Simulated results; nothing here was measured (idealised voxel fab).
process module | voxel double patterning
200 nm wide, 5 nm square cells: that's cross-section cut.
Cross-section format: a grid of square cells, given as bands from top to bottom; each band is one or more rows of cells. For a band, the entry starts with two heights in nm, that of the top and then that of the bottom, and carries on with the band's materials in order from left to right, each alongside its width in nm; the word "throughout" beside a single material means it fills the band edge to edge, and "blank" means empty space. A quick word on heights: they are counted from 0, and under that level the wafer as it came to us is one material throughout. The lowest band is different from the rest in having no bottom; it simply continues downward, written as in "top 0, no bottom". Graded width ("30..40"): value in top row of band = first number; value in bottom row = second number; row-to-row change constant. It should be understood that the words "nothing different", when stated for a given step, signify that the cross-section underwent no change in any of its cells during that step. "Closed void listing": empty spaces of 8 cells or more with no open way to the top, each given as width x height at distance, distance from the left edge, all in nm. The remark found on a step's line after its settings is issued by the simulator itself and pertains to that step. "overlay nm", when on a step's line for a step with a mask, measures how far to the right of its planned place the mask lay; a negative measure means to the left.
Steps planned for the process
1) RECEIVE (material Si)
2) CONFORMAL_DEP (material SiO2; thk nm 10)
3) DIRECTIONAL_DEP (material polySi; thk nm 20)
4) DIRECTIONAL_DEP (material SiN; thk nm 5)
5) MASKED_ETCH (tone open; mask id FIRST; width nm 15; pitch nm 50; etch materials SiN; depth nm 5; overlay nm 0)
6) PATTERN (tone open; mask id SECOND; material resist; width nm 15; pitch nm 50; thk nm 15; overlay nm 0)
7) DIRECTIONAL_ETCH (etch materials SiN; depth nm 5)
8) STRIP (etch materials resist)
9) DIRECTIONAL_ETCH (etch materials polySi; depth nm 20)
10) STRIP (etch materials SiN)
Delivered wafer in cross-section: state after step 1
    top 0, no bottom  Si throughout
    Closed void listing: none
First wafer of two, sectioned at end of module; run went per plan
    top 30, bottom 10  40 nm polySi | 15 nm blank | 10 nm polySi | 15 nm blank | 10 nm polySi | 15 nm blank | 10 nm polySi | 15 nm blank | 10 nm polySi | 15 nm blank | 45 nm polySi
    top 10, bottom 0  SiO2 throughout
    top 0, no bottom  Si throughout
    Closed void listing: none
Wafer two, sectioned after the module: the first wafer's start, the first wafer's plan, and one mistake in how it was run
    top 30, bottom 10  40 nm blank | 15 nm polySi | 35 nm blank | 15 nm polySi | 35 nm blank | 15 nm polySi | 45 nm blank
    top 10, bottom 0  SiO2 throughout
    top 0, no bottom  Si throughout
    Closed void listing: none
Heads up, the wafer didn't run the way we planned it: rather than as planned, step 5 actually ran as MASKED_ETCH (tone cover; mask id FIRST; width nm 15; pitch nm 50; etch materials SiN; depth nm 5; overlay nm 0)
Counted in cells at the end, the second wafer holds more or fewer of these materials than the first: -64 polySi
